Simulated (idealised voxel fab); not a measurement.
Module name: voxel tone inversion (process module)
Each square cell in cross-section cut measures 5 nm, and the section as a whole is 175 nm wide.
Reading order for cross-sections: top band down to bottom band. Underlying form: a grid of square cells. Band size: one or more rows of cells.
Band entry format. Leading values: height of top, height of bottom, nm. Remainder: materials in left-to-right order, each with its width in nm. Special words: "throughout" on a single material, which then fills the band edge to edge; "air", empty space.
For the purposes of this specification, 0 denotes the height below which the wafer in its as-received condition is composed wholly of one material, and the lowermost band, lacking a lower limit, extends downward without end, as expressed in "0..down".
The expression "30..40" gives the width at the extremes of the band, the first number at its top row of cells and the second at its bottom row, with the width changing by equal amounts from each row to the next in between.
"everything unchanged" after a step means that no cell of the cross-section changed.
If an empty space has no open way to the top and is at least 8 cells in size, "Enclosed void listing" lists it, written width x height at distance, where distance is measured from the left edge and every value is in nm.
Post-settings text on a step line: simulator's own remark regarding the step.
overlay nm: step with mask; distance mask lay right of planned place; negative value = left of planned place.
### Steps in the process plan
step 1: RECEIVE with material Si
step 2: CONFORMAL_DEP with material SiCN, thk nm 10
step 3: DIRECTIONAL_DEP with material polySi, thk nm 25
step 4: PATTERN with tone cover, mask id POSTS, material resist, width nm 25, pitch nm 50, thk nm 35, overlay nm 0
step 5: DIRECTIONAL_ETCH with etch materials polySi, depth nm 25
step 6: STRIP with etch materials resist
step 7: FILL_DEP with material SiO2, thk nm 10
step 8: CMP with height nm 35
step 9: STRIP with etch materials polySi
step 10: CONFORMAL_DEP with material TiN, thk nm 5
step 11: FILL_DEP with material Cu, thk nm 10
step 12: CMP with height nm 35
step 13: CONFORMAL_DEP with material SiCN, thk nm 5
### First wafer out of two, processed as planned
### Cross-section of the incoming wafer, state after step 1
  0..down = Si throughout
  Enclosed void listing: none
### Cross-section through the wafer, step 2 finished
  10..0 = SiCN throughout
  below 0: unchanged
### Cross-section through the wafer, step 3 finished
  35..10 = polySi throughout
  below 10: unchanged
### Cross-section through the wafer, step 4 finished
  70..35 = air (25), then resist (25), then air (25), then resist (25), then air (25), then resist (25), then air (25)
  below 35: unchanged
### Cross-section through the wafer, step 5 finished
  70..35 = air (25), then resist (25), then air (25), then resist (25), then air (25), then resist (25), then air (25)
  35..10 = air (25), then polySi (25), then air (25), then polySi (25), then air (25), then polySi (25), then air (25)
  below 10: unchanged
### Cross-section through the wafer, step 6 finished
  35..10 = air (25), then polySi (25), then air (25), then polySi (25), then air (25), then polySi (25), then air (25)
  below 10: unchanged
### Cross-section through the wafer, step 7 finished
  45..35 = SiO2 throughout
  35..10 = SiO2 (25), then polySi (25), then SiO2 (25), then polySi (25), then SiO2 (25), then polySi (25), then SiO2 (25)
  below 10: unchanged
### Cross-section through the wafer, step 8 finished
  35..10 = SiO2 (25), then polySi (25), then SiO2 (25), then polySi (25), then SiO2 (25), then polySi (25), then SiO2 (25)
  below 10: unchanged
### Cross-section through the wafer, step 9 finished
  35..10 = SiO2 (25), then air (25), then SiO2 (25), then air (25), then SiO2 (25), then air (25), then SiO2 (25)
  below 10: unchanged
### Cross-section through the wafer, step 10 finished
  40..35 = TiN (30), then air (15), then TiN (35), then air (15), then TiN (35), then air (15), then TiN (30)
  35..15 = SiO2 (25), then TiN (5), then air (15), then TiN (5), then SiO2 (25), then TiN (5), then air (15), then TiN (5), then SiO2 (25), then TiN (5), then air (15), then TiN (5), then SiO2 (25)
  15..10 = SiO2 (25), then TiN (25), then SiO2 (25), then TiN (25), then SiO2 (25), then TiN (25), then SiO2 (25)
  below 10: unchanged
### Cross-section through the wafer, step 11 finished
  50..40 = Cu throughout
  40..35 = TiN (30), then Cu (15), then TiN (35), then Cu (15), then TiN (35), then Cu (15), then TiN (30)
  35..15 = SiO2 (25), then TiN (5), then Cu (15), then TiN (5), then SiO2 (25), then TiN (5), then Cu (15), then TiN (5), then SiO2 (25), then TiN (5), then Cu (15), then TiN (5), then SiO2 (25)
  below 15: unchanged
### Cross-section through the wafer, step 12 finished
  35..15 = SiO2 (25), then TiN (5), then Cu (15), then TiN (5), then SiO2 (25), then TiN (5), then Cu (15), then TiN (5), then SiO2 (25), then TiN (5), then Cu (15), then TiN (5), then SiO2 (25)
  below 15: unchanged
### Cross-section through the wafer, step 13 finished
  40..35 = SiCN throughout
  below 35: unchanged
### For the second wafer, take the first wafer's start and plan, then add one mistake made in running it; everything through step 1, that step included, is shared with the first
### Second wafer, section view, time point: scheduled end of step 2
  5..0 = SiCN throughout
  below 0: unchanged
### Second wafer, section view, time point: scheduled end of step 3
  30..5 = polySi throughout
  below 5: unchanged
### Second wafer, section view, time point: scheduled end of step 4
  65..30 = air (25), then resist (25), then air (25), then resist (25), then air (25), then resist (25), then air (25)
  below 30: unchanged
### Second wafer, section view, time point: scheduled end of step 5
  65..30 = air (25), then resist (25), then air (25), then resist (25), then air (25), then resist (25), then air (25)
  30..5 = air (25), then polySi (25), then air (25), then polySi (25), then air (25), then polySi (25), then air (25)
  below 5: unchanged
### Second wafer, section view, time point: scheduled end of step 6
  30..5 = air (25), then polySi (25), then air (25), then polySi (25), then air (25), then polySi (25), then air (25)
  below 5: unchanged
### Second wafer, section view, time point: scheduled end of step 7
  40..30 = SiO2 throughout
  30..5 = SiO2 (25), then polySi (25), then SiO2 (25), then polySi (25), then SiO2 (25), then polySi (25), then SiO2 (25)
  below 5: unchanged
### Second wafer, section view, time point: scheduled end of step 8
  35..30 = SiO2 throughout
  below 30: unchanged
Second wafer, section view, time point: scheduled end of step 9: everything unchanged
### Second wafer, section view, time point: scheduled end of step 10
  40..35 = TiN throughout
  below 35: unchanged
### Second wafer, section view, time point: scheduled end of step 11
  50..40 = Cu throughout
  below 40: unchanged
### Second wafer, section view, time point: scheduled end of step 12
  35..30 = SiO2 throughout
  below 30: unchanged
### Second wafer, section view, time point: scheduled end of step 13
  40..35 = SiCN throughout
  below 35: unchanged
Which mistake was made when the wafer was run? step 2 was processed under conditions differing from the plan, specifically as CONFORMAL_DEP with material SiCN, thk nm 5
Final wafer comparison in cells, second versus first, more or fewer per material: Cu -36; SiCN -35; SiO2 +35; TiN -39; polySi +75
